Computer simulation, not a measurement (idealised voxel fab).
You're looking at the process module voxel wiring stack.
The width of the displayed cross-section, cut, is 290 nm; its cells are square, with a size of 5 nm.
We lay out every cross-section as a grid of square cells and spell it out in bands from the top down, where one band means one or more rows of cells. What a band's entry tells you: where the top is and where the bottom is, as heights in nm, and after that what lies inside, material by material from left to right, each with its width in nm. Empty space is written as the word "empty", and a single material marked with the word "everywhere" occupies the band from edge to edge. Height 0 is the level under which the wafer as received is all one material. The lowest band goes on downwards, as in "0 -> down". Note: "30 to 40" means the width goes from the first number (top row of the band) to the second number (bottom row) in equal steps per row of cells. A step reported as "stayed the same" is a step in which no cell of the cross-section changed. Under "Closed voids list" you'll find the enclosed gaps, the ones with no way out to the top, that are 8 cells or bigger; each reads width x height at distance, with distance counted from the left edge, everything in nm. Text after the settings on a step's line: the simulator's own remark on that step. overlay nm: right-of-plan distance of the mask on a masked step; negative values mean left-of-plan. Note on reading: below, each pair holds a cross-section from before one process step and one from after it; the one from after shows only down to the lowest band that changed. Beneath the pair, the step in between is stated along with its settings. The pairs can stem from different runs of this module on the same starting wafer. Where a pair's entry headed "Before processing" says so, and only there, that pair continues from the pair above it.
**Before processing**
  0 -> down: Si everywhere
  Closed voids list: none
**Sectional Result**
  15 -> 0: SiO2 everywhere
  Heights below 0 show no change.
  Closed voids list: none
Step between the pre-process and post-process cross-sections given above: CONFORMAL_DEP (material SiO2; thk nm 15)
Before processing: = after-state of the pair above.
**Sectional Result**
  20 -> 15: TiN everywhere
  Heights below 15 show no change.
  Closed voids list: none
Step between the pre-process and post-process cross-sections given above: DIRECTIONAL_DEP (material TiN; thk nm 5)
Before processing: = after-state of the pair above.
**Sectional Result**
  35 -> 20: W everywhere
  Heights below 20 show no change.
  Closed voids list: none
Step between the pre-process and post-process cross-sections given above: DIRECTIONAL_DEP (material W; thk nm 15)
Before processing: = after-state of the pair above.
**Sectional Result**
  45 -> 35: aC everywhere
  Heights below 35 show no change.
  Closed voids list: none
Step between the pre-process and post-process cross-sections given above: DIRECTIONAL_DEP (material aC; thk nm 10)
Before processing: = after-state of the pair above.
**Sectional Result**
  70 -> 45: 105 of empty, 25 of resist, 25 of empty, 25 of resist, 110 of empty
  Heights below 45 show no change.
  Closed voids list: none
Step between the pre-process and post-process cross-sections given above: PATTERN (tone cover; mask id METAL_1; material resist; width nm 25; pitch nm 50; thk nm 25; overlay nm 0)
Before processing: = after-state of the pair above.
**Sectional Result**
  60 -> 45: 105 of empty, 25 of resist, 25 of empty, 25 of resist, 110 of empty
  45 -> 35: 105 of empty, 25 of aC, 25 of empty, 25 of aC, 110 of empty
  Heights below 35 show no change.
  Closed voids list: none
Step between the pre-process and post-process cross-sections given above: DIRECTIONAL_ETCH (etch materials aC; depth nm 10)
Before processing: = after-state of the pair above.
**Sectional Result**
  45 -> 35: 105 of empty, 25 of aC, 25 of empty, 25 of aC, 110 of empty
  Heights below 35 show no change.
  Closed voids list: none
Step between the pre-process and post-process cross-sections given above: STRIP (etch materials resist)
Before processing: = after-state of the pair above.
**Sectional Result**
  45 -> 35: 105 of empty, 25 of aC, 25 of empty, 25 of aC, 110 of empty
  35 -> 20: 105 of empty, 25 of W, 25 of empty, 25 of W, 110 of empty
  Heights below 20 show no change.
  Closed voids list: none
Step between the pre-process and post-process cross-sections given above: DIRECTIONAL_ETCH (etch materials W; depth nm 15)
Before processing: = after-state of the pair above.
**Sectional Result**
  45 -> 35: 105 of empty, 25 of aC, 25 of empty, 25 of aC, 110 of empty
  35 -> 20: 105 of empty, 25 of W, 25 of empty, 25 of W, 110 of empty
  20 -> 15: 105 of empty, 25 of TiN, 25 of empty, 25 of TiN, 110 of empty
  Heights below 15 show no change.
  Closed voids list: none
Step between the pre-process and post-process cross-sections given above: DIRECTIONAL_ETCH (etch materials TiN; depth nm 5)
Before processing: = after-state of the pair above.
**Sectional Result**
  35 -> 20: 105 of empty, 25 of W, 25 of empty, 25 of W, 110 of empty
  Heights below 20 show no change.
  Closed voids list: none
Step between the pre-process and post-process cross-sections given above: STRIP (etch materials aC)
Before processing: = after-state of the pair above.
**Sectional Result**
  40 -> 35: SiO2 everywhere
  35 -> 20: 105 of SiO2, 25 of W, 25 of SiO2, 25 of W, 110 of SiO2
  20 -> 15: 105 of SiO2, 25 of TiN, 25 of SiO2, 25 of TiN, 110 of SiO2
  Heights below 15 show no change.
  Closed voids list: none
Step between the pre-process and post-process cross-sections given above: FILL_DEP (material SiO2; thk nm 5)
Before processing: = after-state of the pair above.
**Sectional Result**
  35 -> 20: 105 of SiO2, 25 of W, 25 of SiO2, 25 of W, 110 of SiO2
  Heights below 20 show no change.
  Closed voids list: none
Step between the pre-process and post-process cross-sections given above: CMP (height nm 35)
Before processing: = after-state of the pair above.
**Sectional Result**
  40 -> 35: SiCN everywhere
  Heights below 35 show no change.
  Closed voids list: none
Step between the pre-process and post-process cross-sections given above: CONFORMAL_DEP (material SiCN; thk nm 5)
Before processing: = after-state of the pair above.
**Sectional Result**
  60 -> 40: SiO2 everywhere
  Heights below 40 show no change.
  Closed voids list: none
Step between the pre-process and post-process cross-sections given above: DIRECTIONAL_DEP (material SiO2; thk nm 20)
Before processing: = after-state of the pair above.
**Sectional Result**
  60 -> 40: 105 of SiO2, 15 of empty, 170 of SiO2
  Heights below 40 show no change.
  Closed voids list: none
Step between the pre-process and post-process cross-sections given above: MASKED_ETCH (tone open; mask id PLUG_1; width nm 15; etch materials SiO2; depth nm 20; overlay nm 0)
Before processing: = after-state of the pair above.
**Sectional Result**
  60 -> 40: 105 of SiO2, 15 of empty, 170 of SiO2
  40 -> 35: 105 of SiCN, 15 of empty, 170 of SiCN
  Heights below 35 show no change.
  Closed voids list: none
Step between the pre-process and post-process cross-sections given above: MASKED_ETCH (tone open; mask id PLUG_1; width nm 15; etch materials SiCN; depth nm 5; overlay nm 0)
Before processing: = after-state of the pair above.
**Sectional Result**
  60 -> 45: 105 of SiO2, 15 of empty, 170 of SiO2
  45 -> 40: 105 of SiO2, 15 of Ru, 170 of SiO2
  40 -> 35: 105 of SiCN, 15 of Ru, 170 of SiCN
  Heights below 35 show no change.
  Closed voids list: none
Step between the pre-process and post-process cross-sections given above: EPI (material Ru; thk nm 10)
Before processing: = after-state of the pair above.
**Sectional Result**
  60 -> 55: 105 of SiO2, 15 of empty, 170 of SiO2
  55 -> 40: 105 of SiO2, 15 of Ru, 170 of SiO2
  Heights below 40 show no change.
  Closed voids list: none
Step between the pre-process and post-process cross-sections given above: EPI (material Ru; thk nm 10)
Before processing: = after-state of the pair above.
**Sectional Result**
  60 -> 40: 105 of SiO2, 15 of Ru, 170 of SiO2
  Heights below 40 show no change.
  Closed voids list: none
Step between the pre-process and post-process cross-sections given above: EPI (material Ru; thk nm 5)
Before processing: = after-state of the pair above.
**Sectional Result**
  65 -> 60: SiCN everywhere
  Heights below 60 show no change.
  Closed voids list: none
Step between the pre-process and post-process cross-sections given above: CONFORMAL_DEP (material SiCN; thk nm 5)
Before processing: = after-state of the pair above.
**Sectional Result**
  90 -> 65: lowk everywhere
  Heights below 65 show no change.
  Closed voids list: none
Step between the pre-process and post-process cross-sections given above: DIRECTIONAL_DEP (material lowk; thk nm 25)
Before processing: = after-state of the pair above.
**Sectional Result**
  110 -> 90: 105 of resist, 25 of empty, 25 of resist, 25 of empty, 110 of resist
  Heights below 90 show no change.
  Closed voids list: none
Step between the pre-process and post-process cross-sections given above: PATTERN (tone open; mask id METAL_2; material resist; width nm 25; pitch nm 50; thk nm 20; overlay nm 0)
Before processing: = after-state of the pair above.
**Sectional Result**
  110 -> 90: 105 of resist, 25 of empty, 25 of resist, 25 of empty, 110 of resist
  90 -> 65: 105 of lowk, 25 of empty, 25 of lowk, 25 of empty, 110 of lowk
  Heights below 65 show no change.
  Closed voids list: none
Step between the pre-process and post-process cross-sections given above: DIRECTIONAL_ETCH (etch materials lowk; depth nm 25)
Before processing: = after-state of the pair above.
**Sectional Result**
  110 -> 90: 105 of resist, 25 of empty, 25 of resist, 25 of empty, 110 of resist
  90 -> 65: 105 of lowk, 25 of empty, 25 of lowk, 25 of empty, 110 of lowk
  65 -> 60: 105 of SiCN, 25 of empty, 25 of SiCN, 25 of empty, 110 of SiCN
  Heights below 60 show no change.
  Closed voids list: none
Step between the pre-process and post-process cross-sections given above: DIRECTIONAL_ETCH (etch materials SiCN; depth nm 5)
Before processing: = after-state of the pair above.
**Sectional Result**
  90 -> 65: 105 of lowk, 25 of empty, 25 of lowk, 25 of empty, 110 of lowk
  Heights below 65 show no change.
  Closed voids list: none
Step between the pre-process and post-process cross-sections given above: STRIP (etch materials resist)
Before processing: = after-state of the pair above.
**Sectional Result**
  95 -> 90: 110 of TiN, 15 of empty, 35 of TiN, 15 of empty, 115 of TiN
  90 -> 65: 105 of lowk, 5 of TiN, 15 of empty, 5 of TiN, 25 of lowk, 5 of TiN, 15 of empty, 5 of TiN, 110 of lowk
  65 -> 60: 105 of SiCN, 25 of TiN, 25 of SiCN, 25 of TiN, 110 of SiCN
  Heights below 60 show no change.
  Closed voids list: none
Step between the pre-process and post-process cross-sections given above: CONFORMAL_DEP (material TiN; thk nm 5)
Before processing: = after-state of the pair above.
**Sectional Result**
  100 -> 95: Ru everywhere
  95 -> 90: 110 of TiN, 15 of Ru, 35 of TiN, 15 of Ru, 115 of TiN
  90 -> 65: 105 of lowk, 5 of TiN, 15 of Ru, 5 of TiN, 25 of lowk, 5 of TiN, 15 of Ru, 5 of TiN, 110 of lowk
  Heights below 65 show no change.
  Closed voids list: none
Step between the pre-process and post-process cross-sections given above: FILL_DEP (material Ru; thk nm 5)
Before processing: = after-state of the pair above.
**Sectional Result**
  90 -> 65: 105 of lowk, 5 of TiN, 15 of Ru, 5 of TiN, 25 of lowk, 5 of TiN, 15 of Ru, 5 of TiN, 110 of lowk
  Heights below 65 show no change.
  Closed voids list: none
Step between the pre-process and post-process cross-sections given above: CMP (height nm 90)
Before processing: = after-state of the pair above.
**Sectional Result**
  95 -> 90: 100 of empty, 35 of Ru, 15 of empty, 35 of Ru, 105 of empty
  Heights below 90 show no change.
  Closed voids list: none
Step between the pre-process and post-process cross-sections given above: EPI (material Ru; thk nm 5)
Before processing: = after-state of the pair above.
**Sectional Result**
  100 -> 95: SiCN everywhere
  95 -> 90: 100 of SiCN, 35 of Ru, 15 of SiCN, 35 of Ru, 105 of SiCN
  Heights below 90 show no change.
  Closed voids list: none
Step between the pre-process and post-process cross-sections given above: FILL_DEP (material SiCN; thk nm 5)
Before processing: = after-state of the pair above.
**Sectional Result**
  120 -> 100: SiO2 everywhere
  Heights below 100 show no change.
  Closed voids list: none
Step between the pre-process and post-process cross-sections given above: DIRECTIONAL_DEP (material SiO2; thk nm 20)
Before processing: = after-state of the pair above.
**Sectional Result**
  130 -> 120: aC everywhere
  Heights below 120 show no change.
  Closed voids list: none
Step between the pre-process and post-process cross-sections given above: DIRECTIONAL_DEP (material aC; thk nm 10)
Before processing: = after-state of the pair above.
**Sectional Result**
  155 -> 130: 105 of resist, 15 of empty, 35 of resist, 15 of empty, 120 of resist
  Heights below 130 show no change.
  Closed voids list: none
Step between the pre-process and post-process cross-sections given above: PATTERN (tone open; mask id PLUG_2; material resist; width nm 15; pitch nm 50; thk nm 25; overlay nm 0)
Before processing: = after-state of the pair above.
**Sectional Result**
  145 -> 130: 105 of resist, 15 of empty, 35 of resist, 15 of empty, 120 of resist
  130 -> 120: 105 of aC, 15 of empty, 35 of aC, 15 of empty, 120 of aC
  Heights below 120 show no change.
  Closed voids list: none
Step between the pre-process and post-process cross-sections given above: DIRECTIONAL_ETCH (etch materials aC; depth nm 10)
Before processing: = after-state of the pair above.
**Sectional Result**
  130 -> 120: 105 of aC, 15 of empty, 35 of aC, 15 of empty, 120 of aC
  Heights below 120 show no change.
  Closed voids list: none
Step between the pre-process and post-process cross-sections given above: STRIP (etch materials resist)
Before processing: = after-state of the pair above.
**Sectional Result**
  130 -> 120: 105 of aC, 15 of empty, 35 of aC, 15 of empty, 120 of aC
  120 -> 100: 105 of SiO2, 15 of empty, 35 of SiO2, 15 of empty, 120 of SiO2
  Heights below 100 show no change.
  Closed voids list: none
Step between the pre-process and post-process cross-sections given above: DIRECTIONAL_ETCH (etch materials SiO2; depth nm 20)
Before processing: = after-state of the pair above.
**Sectional Result**
  130 -> 120: 105 of aC, 15 of empty, 35 of aC, 15 of empty, 120 of aC
  120 -> 100: 105 of SiO2, 15 of empty, 35 of SiO2, 15 of empty, 120 of SiO2
  100 -> 95: 105 of SiCN, 15 of empty, 35 of SiCN, 15 of empty, 120 of SiCN
  Heights below 95 show no change.
  Closed voids list: none
Step between the pre-process and post-process cross-sections given above: DIRECTIONAL_ETCH (etch materials SiCN; depth nm 5)
Before processing: = after-state of the pair above.
**Sectional Result**
  120 -> 100: 105 of SiO2, 15 of empty, 35 of SiO2, 15 of empty, 120 of SiO2
  Heights below 100 show no change.
  Closed voids list: none
Step between the pre-process and post-process cross-sections given above: STRIP (etch materials aC)
Before processing: = after-state of the pair above.
**Sectional Result**
  120 -> 105: 105 of SiO2, 15 of empty, 35 of SiO2, 15 of empty, 120 of SiO2
  105 -> 100: 105 of SiO2, 15 of Ru, 35 of SiO2, 15 of Ru, 120 of SiO2
  100 -> 90: 105 to 100 of SiCN, 15 to 35 of Ru, 35 to 15 of SiCN, 15 to 35 of Ru, 120 to 105 of SiCN
  Heights below 90 show no change.
  Closed voids list: none
Step between the pre-process and post-process cross-sections given above: EPI (material Ru; thk nm 10)
Before processing: = after-state of the pair above.
**Sectional Result**
  120 -> 115: 105 of SiO2, 15 of empty, 35 of SiO2, 15 of empty, 120 of SiO2
  115 -> 100: 105 of SiO2, 15 of Ru, 35 of SiO2, 15 of Ru, 120 of SiO2
  Heights below 100 show no change.
  Closed voids list: none
Step between the pre-process and post-process cross-sections given above: EPI (material Ru; thk nm 10)
Before processing: = after-state of the pair above.
**Sectional Result**
  120 -> 100: 105 of SiO2, 15 of Ru, 35 of SiO2, 15 of Ru, 120 of SiO2
  Heights below 100 show no change.
  Closed voids list: none
Step between the pre-process and post-process cross-sections given above: EPI (material Ru; thk nm 5)
Before processing: = after-state of the pair above.
**Sectional Result**
  125 -> 120: SiCN everywhere
  Heights below 120 show no change.
  Closed voids list: none
Step between the pre-process and post-process cross-sections given above: CONFORMAL_DEP (material SiCN; thk nm 5)
Before processing: = after-state of the pair above.
**Sectional Result**
  150 -> 125: SiO2 everywhere
  Heights below 125 show no change.
  Closed voids list: none
Step between the pre-process and post-process cross-sections given above: DIRECTIONAL_DEP (material SiO2; thk nm 25)
Before processing: = after-state of the pair above.
**Sectional Result**
  165 -> 150: aC everywhere
  Heights below 150 show no change.
  Closed voids list: none
Step between the pre-process and post-process cross-sections given above: DIRECTIONAL_DEP (material aC; thk nm 15)
Before processing: = after-state of the pair above.
**Sectional Result**
  200 -> 165: 105 of resist, 25 of empty, 25 of resist, 25 of empty, 110 of resist
  Heights below 165 show no change.
  Closed voids list: none
Step between the pre-process and post-process cross-sections given above: PATTERN (tone open; mask id METAL_3; material resist; width nm 25; pitch nm 50; thk nm 35; overlay nm 0)
Before processing: = after-state of the pair above.
**Sectional Result**
  185 -> 165: 105 of resist, 25 of empty, 25 of resist, 25 of empty, 110 of resist
  165 -> 150: 105 of aC, 25 of empty, 25 of aC, 25 of empty, 110 of aC
  Heights below 150 show no change.
  Closed voids list: none
Step between the pre-process and post-process cross-sections given above: DIRECTIONAL_ETCH (etch materials aC; depth nm 15)
Before processing: = after-state of the pair above.
**Sectional Result**
  165 -> 150: 105 of aC, 25 of empty, 25 of aC, 25 of empty, 110 of aC
  Heights below 150 show no change.
  Closed voids list: none
Step between the pre-process and post-process cross-sections given above: STRIP (etch materials resist)
Before processing: = after-state of the pair above.
**Sectional Result**
  165 -> 150: 105 of aC, 25 of empty, 25 of aC, 25 of empty, 110 of aC
  150 -> 125: 105 of SiO2, 25 of empty, 25 of SiO2, 25 of empty, 110 of SiO2
  Heights below 125 show no change.
  Closed voids list: none
Step between the pre-process and post-process cross-sections given above: DIRECTIONAL_ETCH (etch materials SiO2; depth nm 25)
Before processing: = after-state of the pair above.
**Sectional Result**
  165 -> 150: 105 of aC, 25 of empty, 25 of aC, 25 of empty, 110 of aC
  150 -> 125: 105 of SiO2, 25 of empty, 25 of SiO2, 25 of empty, 110 of SiO2
  125 -> 120: 105 of SiCN, 25 of empty, 25 of SiCN, 25 of empty, 110 of SiCN
  Heights below 120 show no change.
  Closed voids list: none
Step between the pre-process and post-process cross-sections given above: DIRECTIONAL_ETCH (etch materials SiCN; depth nm 5)
Before processing: = after-state of the pair above.
**Sectional Result**
  150 -> 125: 105 of SiO2, 25 of empty, 25 of SiO2, 25 of empty, 110 of SiO2
  Heights below 125 show no change.
  Closed voids list: none
Step between the pre-process and post-process cross-sections given above: STRIP (etch materials aC)
Before processing: = after-state of the pair above.
**Sectional Result**
  155 -> 150: 110 of TiN, 15 of empty, 35 of TiN, 15 of empty, 115 of TiN
  150 -> 125: 105 of SiO2, 5 of TiN, 15 of empty, 5 of TiN, 25 of SiO2, 5 of TiN, 15 of empty, 5 of TiN, 110 of SiO2
  125 -> 120: 105 of SiCN, 25 of TiN, 25 of SiCN, 25 of TiN, 110 of SiCN
  Heights below 120 show no change.
  Closed voids list: none
Step between the pre-process and post-process cross-sections given above: CONFORMAL_DEP (material TiN; thk nm 5)
Before processing: = after-state of the pair above.
**Sectional Result**
  160 -> 155: Cu everywhere
  155 -> 150: 110 of TiN, 15 of Cu, 35 of TiN, 15 of Cu, 115 of TiN
  150 -> 125: 105 of SiO2, 5 of TiN, 15 of Cu, 5 of TiN, 25 of SiO2, 5 of TiN, 15 of Cu, 5 of TiN, 110 of SiO2
  Heights below 125 show no change.
  Closed voids list: none
Step between the pre-process and post-process cross-sections given above: FILL_DEP (material Cu; thk nm 5)
Before processing: = after-state of the pair above.
**Sectional Result**
  150 -> 125: 105 of SiO2, 5 of TiN, 15 of Cu, 5 of TiN, 25 of SiO2, 5 of TiN, 15 of Cu, 5 of TiN, 110 of SiO2
  Heights below 125 show no change.
  Closed voids list: none
Step between the pre-process and post-process cross-sections given above: CMP (height nm 150)
Before processing: = after-state of the pair above.
**Sectional Result**
  155 -> 150: SiN everywhere
  Heights below 150 show no change.
  Closed voids list: none
Step between the pre-process and post-process cross-sections given above: CONFORMAL_DEP (material SiN; thk nm 5)
**Before processing**
  120 -> 105: 105 of SiO2, 15 of empty, 35 of SiO2, 15 of empty, 120 of SiO2
  105 -> 100: 105 of SiO2, 15 of Ru, 35 of SiO2, 15 of Ru, 120 of SiO2
  100 -> 90: 105 to 100 of SiCN, 15 to 35 of Ru, 35 to 15 of SiCN, 15 to 35 of Ru, 120 to 105 of SiCN
  90 -> 65: 105 of lowk, 5 of TiN, 15 of Ru, 5 of TiN, 25 of lowk, 5 of TiN, 15 of Ru, 5 of TiN, 110 of lowk
  65 -> 60: 105 of SiCN, 25 of TiN, 25 of SiCN, 25 of TiN, 110 of SiCN
  60 -> 40: 105 of SiO2, 15 of Ru, 170 of SiO2
  40 -> 35: 105 of SiCN, 15 of Ru, 170 of SiCN
  35 -> 20: 105 of SiO2, 25 of W, 25 of SiO2, 25 of W, 110 of SiO2
  20 -> 15: 105 of SiO2, 25 of TiN, 25 of SiO2, 25 of TiN, 110 of SiO2
  15 -> 0: SiO2 everywhere
  0 -> down: Si everywhere
  Closed voids list: none
**Sectional Result**
  120 -> 110: 105 of SiO2, 15 of empty, 35 of SiO2, 15 of empty, 120 of SiO2
  110 -> 100: 105 of SiO2, 15 of Ru, 35 of SiO2, 15 of Ru, 120 of SiO2
  Heights below 100 show no change.
  Closed voids list: none
Step between the pre-process and post-process cross-sections given above: EPI (material Ru; thk nm 5)
Before processing: = after-state of the pair above.
**Sectional Result**
  125 -> 120: 110 of SiCN, 5 of empty, 45 of SiCN, 5 of empty, 125 of SiCN
  120 -> 115: 105 of SiO2, 5 of SiCN, 5 of empty, 5 of SiCN, 35 of SiO2, 5 of SiCN, 5 of empty, 5 of SiCN, 120 of SiO2
  115 -> 110: 105 of SiO2, 15 of SiCN, 35 of SiO2, 15 of SiCN, 120 of SiO2
  Heights below 110 show no change.
  Closed voids list: none
Step between the pre-process and post-process cross-sections given above: CONFORMAL_DEP (material SiCN; thk nm 5)
Before processing: = after-state of the pair above.
**Sectional Result**
  150 -> 140: 110 of SiO2, 5 of empty, 45 of SiO2, 5 of empty, 125 of SiO2
  140 -> 125: SiO2 everywhere
  125 -> 120: 110 of SiCN, 5 of SiO2, 45 of SiCN, 5 of SiO2, 125 of SiCN
  120 -> 115: 105 of SiO2, 5 of SiCN, 5 of SiO2, 5 of SiCN, 35 of SiO2, 5 of SiCN, 5 of SiO2, 5 of SiCN, 120 of SiO2
  Heights below 115 show no change.
  Closed voids list: none
Step between the pre-process and post-process cross-sections given above: DIRECTIONAL_DEP (material SiO2; thk nm 25)
Before processing: = after-state of the pair above.
**Sectional Result**
  165 -> 155: 110 of aC, 5 of empty, 45 of aC, 5 of empty, 125 of aC
  155 -> 150: aC everywhere
  150 -> 140: 110 of SiO2, 5 of aC, 45 of SiO2, 5 of aC, 125 of SiO2
  Heights below 140 show no change.
  Closed voids list: none
Step between the pre-process and post-process cross-sections given above: DIRECTIONAL_DEP (material aC; thk nm 15)
Before processing: = after-state of the pair above.
**Sectional Result**
  200 -> 165: 105 of resist, 25 of empty, 25 of resist, 25 of empty, 110 of resist
  Heights below 165 show no change.
  Closed voids list: none
Step between the pre-process and post-process cross-sections given above: PATTERN (tone open; mask id METAL_3; material resist; width nm 25; pitch nm 50; thk nm 35; overlay nm 0)
Before processing: = after-state of the pair above.
**Sectional Result**
  185 -> 165: 105 of resist, 25 of empty, 25 of resist, 25 of empty, 110 of resist
  165 -> 150: 105 of aC, 25 of empty, 25 of aC, 25 of empty, 110 of aC
  150 -> 140: 110 of SiO2, 5 of empty, 45 of SiO2, 5 of empty, 125 of SiO2
  Heights below 140 show no change.
  Closed voids list: none
Step between the pre-process and post-process cross-sections given above: DIRECTIONAL_ETCH (etch materials aC; depth nm 15)
Before processing: = after-state of the pair above.
**Sectional Result**
  165 -> 150: 105 of aC, 25 of empty, 25 of aC, 25 of empty, 110 of aC
  Heights below 150 show no change.
  Closed voids list: none
Step between the pre-process and post-process cross-sections given above: STRIP (etch materials resist)
Before processing: = after-state of the pair above.
**Sectional Result**
  165 -> 150: 105 of aC, 25 of empty, 25 of aC, 25 of empty, 110 of aC
  150 -> 125: 105 of SiO2, 25 of empty, 25 of SiO2, 25 of empty, 110 of SiO2
  125 -> 120: 110 of SiCN, 5 of empty, 45 of SiCN, 5 of empty, 125 of SiCN
  120 -> 115: 105 of SiO2, 5 of SiCN, 5 of empty, 5 of SiCN, 35 of SiO2, 5 of SiCN, 5 of empty, 5 of SiCN, 120 of SiO2
  Heights below 115 show no change.
  Closed voids list: none
Step between the pre-process and post-process cross-sections given above: DIRECTIONAL_ETCH (etch materials SiO2; depth nm 25)
Before processing: = after-state of the pair above.
**Sectional Result**
  165 -> 150: 105 of aC, 25 of empty, 25 of aC, 25 of empty, 110 of aC
  150 -> 125: 105 of SiO2, 25 of empty, 25 of SiO2, 25 of empty, 110 of SiO2
  125 -> 120: 105 of SiCN, 25 of empty, 25 of SiCN, 25 of empty, 110 of SiCN
  120 -> 110: 105 of SiO2, 5 of SiCN, 5 of empty, 5 of SiCN, 35 of SiO2, 5 of SiCN, 5 of empty, 5 of SiCN, 120 of SiO2
  Heights below 110 show no change.
  Closed voids list: none
Step between the pre-process and post-process cross-sections given above: DIRECTIONAL_ETCH (etch materials SiCN; depth nm 5)
Before processing: = after-state of the pair above.
**Sectional Result**
  150 -> 125: 105 of SiO2, 25 of empty, 25 of SiO2, 25 of empty, 110 of SiO2
  Heights below 125 show no change.
  Closed voids list: none
Step between the pre-process and post-process cross-sections given above: STRIP (etch materials aC)
Before processing: = after-state of the pair above.
**Sectional Result**
  155 -> 150: 110 of TiN, 15 of empty, 35 of TiN, 15 of empty, 115 of TiN
  150 -> 125: 105 of SiO2, 5 of TiN, 15 of empty, 5 of TiN, 25 of SiO2, 5 of TiN, 15 of empty, 5 of TiN, 110 of SiO2
  125 -> 120: 105 of SiCN, 25 of TiN, 25 of SiCN, 25 of TiN, 110 of SiCN
  120 -> 110: 105 of SiO2, 5 of SiCN, 5 of TiN, 5 of SiCN, 35 of SiO2, 5 of SiCN, 5 of TiN, 5 of SiCN, 120 of SiO2
  Heights below 110 show no change.
  Closed voids list: none
Step between the pre-process and post-process cross-sections given above: CONFORMAL_DEP (material TiN; thk nm 5)
Before processing: = after-state of the pair above.
**Sectional Result**
  160 -> 155: Cu everywhere
  155 -> 150: 110 of TiN, 15 of Cu, 35 of TiN, 15 of Cu, 115 of TiN
  150 -> 125: 105 of SiO2, 5 of TiN, 15 of Cu, 5 of TiN, 25 of SiO2, 5 of TiN, 15 of Cu, 5 of TiN, 110 of SiO2
  Heights below 125 show no change.
  Closed voids list: none
Step between the pre-process and post-process cross-sections given above: FILL_DEP (material Cu; thk nm 5)
Before processing: = after-state of the pair above.
**Sectional Result**
  150 -> 125: 105 of SiO2, 5 of TiN, 15 of Cu, 5 of TiN, 25 of SiO2, 5 of TiN, 15 of Cu, 5 of TiN, 110 of SiO2
  Heights below 125 show no change.
  Closed voids list: none
Step between the pre-process and post-process cross-sections given above: CMP (height nm 150)
Before processing: = after-state of the pair above.
**Sectional Result**
  155 -> 150: SiN everywhere
  Heights below 150 show no change.
  Closed voids list: none
Step between the pre-process and post-process cross-sections given above: CONFORMAL_DEP (material SiN; thk nm 5)
**Before processing**
  60 -> 55: 105 of SiO2, 15 of empty, 170 of SiO2
  55 -> 40: 105 of SiO2, 15 of Ru, 170 of SiO2
  40 -> 35: 105 of SiCN, 15 of Ru, 170 of SiCN
  35 -> 20: 105 of SiO2, 25 of W, 25 of SiO2, 25 of W, 110 of SiO2
  20 -> 15: 105 of SiO2, 25 of TiN, 25 of SiO2, 25 of TiN, 110 of SiO2
  15 -> 0: SiO2 everywhere
  0 -> down: Si everywhere
  Closed voids list: none
**Sectional Result**
  65 -> 60: 100 of empty, 25 of Ru, 165 of empty
  60 -> 40: 105 of SiO2, 15 of Ru, 170 of SiO2
  Heights below 40 show no change.
  Closed voids list: none
Step between the pre-process and post-process cross-sections given above: EPI (material Ru; thk nm 10)
Before processing: = after-state of the pair above.
**Sectional Result**
  70 -> 60: 95 of empty, 35 of Ru, 160 of empty
  Heights below 60 show no change.
  Closed voids list: none
Step between the pre-process and post-process cross-sections given above: EPI (material Ru; thk nm 5)
Before processing: = after-state of the pair above.
**Sectional Result**
  75 -> 70: 90 of empty, 45 of SiCN, 155 of empty
  70 -> 65: 90 of empty, 5 of SiCN, 35 of Ru, 5 of SiCN, 155 of empty
  65 -> 60: 95 of SiCN, 35 of Ru, 160 of SiCN
  Heights below 60 show no change.
  Closed voids list: none
Step between the pre-process and post-process cross-sections given above: CONFORMAL_DEP (material SiCN; thk nm 5)
Before processing: = after-state of the pair above.
**Sectional Result**
  100 -> 90: 90 of empty, 45 of lowk, 155 of empty
  90 -> 75: lowk everywhere
  75 -> 70: 90 of lowk, 45 of SiCN, 155 of lowk
  70 -> 65: 90 of lowk, 5 of SiCN, 35 of Ru, 5 of SiCN, 155 of lowk
  Heights below 65 show no change.
  Closed voids list: none
Step between the pre-process and post-process cross-sections given above: DIRECTIONAL_DEP (material lowk; thk nm 25)
Before processing: = after-state of the pair above.
**Sectional Result**
  120 -> 100: 105 of resist, 25 of empty, 25 of resist, 25 of empty, 110 of resist
  100 -> 90: 90 of resist, 45 of lowk, 20 of resist, 25 of empty, 110 of resist
  Heights below 90 show no change.
  Closed voids list: none
Step between the pre-process and post-process cross-sections given above: PATTERN (tone open; mask id METAL_2; material resist; width nm 25; pitch nm 50; thk nm 20; overlay nm 0)
Before processing: = after-state of the pair above.
**Sectional Result**
  120 -> 100: 105 of resist, 25 of empty, 25 of resist, 25 of empty, 110 of resist
  100 -> 90: 90 of resist, 15 of lowk, 25 of empty, 5 of lowk, 20 of resist, 25 of empty, 110 of resist
  90 -> 75: 105 of lowk, 25 of empty, 25 of lowk, 25 of empty, 110 of lowk
  75 -> 70: 90 of lowk, 45 of SiCN, 20 of lowk, 25 of empty, 110 of lowk
  70 -> 65: 90 of lowk, 5 of SiCN, 35 of Ru, 5 of SiCN, 20 of lowk, 25 of empty, 110 of lowk
  Heights below 65 show no change.
  Closed voids list: none
Step between the pre-process and post-process cross-sections given above: DIRECTIONAL_ETCH (etch materials lowk; depth nm 25)
Before processing: = after-state of the pair above.
**Sectional Result**
  120 -> 100: 105 of resist, 25 of empty, 25 of resist, 25 of empty, 110 of resist
  100 -> 90: 90 of resist, 15 of lowk, 25 of empty, 5 of lowk, 20 of resist, 25 of empty, 110 of resist
  90 -> 75: 105 of lowk, 25 of empty, 25 of lowk, 25 of empty, 110 of lowk
  75 -> 70: 90 of lowk, 15 of SiCN, 25 of empty, 5 of SiCN, 20 of lowk, 25 of empty, 110 of lowk
  70 -> 65: 90 of lowk, 5 of SiCN, 35 of Ru, 5 of SiCN, 20 of lowk, 25 of empty, 110 of lowk
  65 -> 60: 95 of SiCN, 35 of Ru, 25 of SiCN, 25 of empty, 110 of SiCN
  Heights below 60 show no change.
  Closed voids list: none
Step between the pre-process and post-process cross-sections given above: DIRECTIONAL_ETCH (etch materials SiCN; depth nm 5)
Before processing: = after-state of the pair above.
**Sectional Result**
  100 -> 90: 90 of empty, 15 of lowk, 25 of empty, 5 of lowk, 155 of empty
  Heights below 90 show no change.
  Closed voids list: none
Step between the pre-process and post-process cross-sections given above: STRIP (etch materials resist)
